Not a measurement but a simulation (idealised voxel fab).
Module name: voxel ribs on slabs (process module)
cross-section cut | 185 nm wide | cells 5 nm
Think of the cross-section as a grid of square cells. We describe it in bands, top to bottom, and each band covers one or more rows of those cells. Read a band's entry like this: the first values are the height of its top and the height of its bottom in nm, and what follows is the sequence of materials from left to right, each with its width in nm. Note that "empty" is empty space, and that a single material marked "full width" reaches across the band from edge to edge. We count height from 0. Below that, the starting wafer is all one material. The lowest band never ends at the bottom but goes on down; see "0 -> down" for how that is written. Width: "30..40" (first number = top row, second number = bottom row, same change from row to row of cells). You'll sometimes find "stayed the same" written for a step, and that's the way of saying that nowhere in the cross-section did a cell change during that step. Voids not open to the top, 8 cells minimum: see "Sealed internal cavities". Written width x height at distance; distance is from the left edge; nm. Whatever follows a step's settings on its line is a remark the simulator itself makes about that step. What "overlay nm" on a step's line means: if the step has a mask, that mask lay this far to the right of its planned place, or, when the value is negative, to the left.
[This section lists the process steps that were planned]
step 1: RECEIVE,material Si
step 2: DIRECTIONAL_DEP,material SiO2,thk nm 30
step 3: DIRECTIONAL_DEP,material SiN,thk nm 20
step 4: MASKED_ETCH,tone cover,mask id RIB,width nm 15,etch materials SiN,depth nm 15,overlay nm 0
step 5: MASKED_ETCH,tone cover,mask id SLAB,width nm 65,etch materials SiN,depth nm 5,overlay nm 0
step 6: FILL_DEP,material SiO2,thk nm 20
step 7: CMP,height nm 60
step 8: DIRECTIONAL_DEP,material TiN,thk nm 10
step 9: MASKED_ETCH,tone cover,mask id HEATER,width nm 25,etch materials TiN,depth nm 10,overlay nm 0
step 10: CONFORMAL_DEP,material SiN,thk nm 5
[This is the cross-section of the wafer as we received it, i.e. after step 1]
    0 -> down | Si full width
    Sealed internal cavities: none
[The following cross-section depicts the wafer upon conclusion of the module. Processing commenced from the starting condition illustrated above and adhered to the plan illustrated above, save for one mistake in execution]
    70 -> 60 | 80 nm empty | 25 nm TiN | 80 nm empty
    60 -> 50 | SiO2 full width
    50 -> 35 | 85 nm SiO2 | 15 nm SiN | 85 nm SiO2
    35 -> 30 | 60 nm SiO2 | 65 nm SiN | 60 nm SiO2
    30 -> 0 | SiO2 full width
    0 -> down | Si full width
    Sealed internal cavities: none
Misprocessing identified: the plan's step 10 was left out and never carried out
